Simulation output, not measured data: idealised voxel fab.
process module | voxel double patterning
cross-section cut | 175 nm wide | cells 5 nm
A cross-section is a grid of square cells, given in bands from the top down. A band is one or more rows of cells.
Each band's line starts with the height of the band's top and of its bottom, in nm. Then come its materials from left to right, each with its width in nm. One material with "throughout" fills the band from edge to edge. "air" is empty space.
Height 0 is the level under which the wafer as received is all one material. The lowest band goes on downwards, as in "0 down".
A width such as "30 to 40" changes by the same amount from each row of cells to the next, from the band's top row to its bottom row.
"no change" after a step means that no cell of the cross-section changed.
closed voids: empty space of 8 cells or more with no open way to the top, each as width x height at its distance from the left edge, in nm
after a step's settings: what the simulator itself notes on the step
overlay nm, on a step with a mask: how far to the right of its planned place the mask lay; to the left if negative
plan
1 op RECEIVE | material Si
2 op CONFORMAL_DEP | material SiO2 | thk nm 10
3 op DIRECTIONAL_DEP | material TiN | thk nm 20
4 op DIRECTIONAL_DEP | material SiCN | thk nm 5
5 op PATTERN | tone open | mask id FIRST | material resist | width nm 15 | pitch nm 50 | thk nm 15 | overlay nm 0
6 op DIRECTIONAL_ETCH | etch materials SiCN | depth nm 5
7 op STRIP | etch materials resist
8 op PATTERN | tone open | mask id SECOND | material resist | width nm 15 | thk nm 15 | overlay nm 0
9 op DIRECTIONAL_ETCH | etch materials SiCN | depth nm 5
10 op STRIP | etch materials resist
11 op DIRECTIONAL_ETCH | etch materials TiN | depth nm 20
12 op STRIP | etch materials SiCN
as received, after step 1
  0 down: Si throughout
  closed voids: none
first wafer at the end, as planned
  30 to 10: TiN 55 | air 15 | TiN 10 | air 15 | TiN 10 | air 15 | TiN 55
  10 to 0: SiO2 throughout
  0 down: Si throughout
  closed voids: none
second wafer at the end: like start, like plan, one mistake
  30 to 10: TiN 55 | air 15 | TiN 5 | air 25 | TiN 5 | air 15 | TiN 55
  10 to 0: SiO2 throughout
  0 down: Si throughout
  closed voids: none
what went wrong: step 8 ran as: op PATTERN | tone open | mask id SECOND | material resist | width nm 25 | thk nm 15 | overlay nm 0
at the end the second wafer has, in cells: 8 fewer of TiN
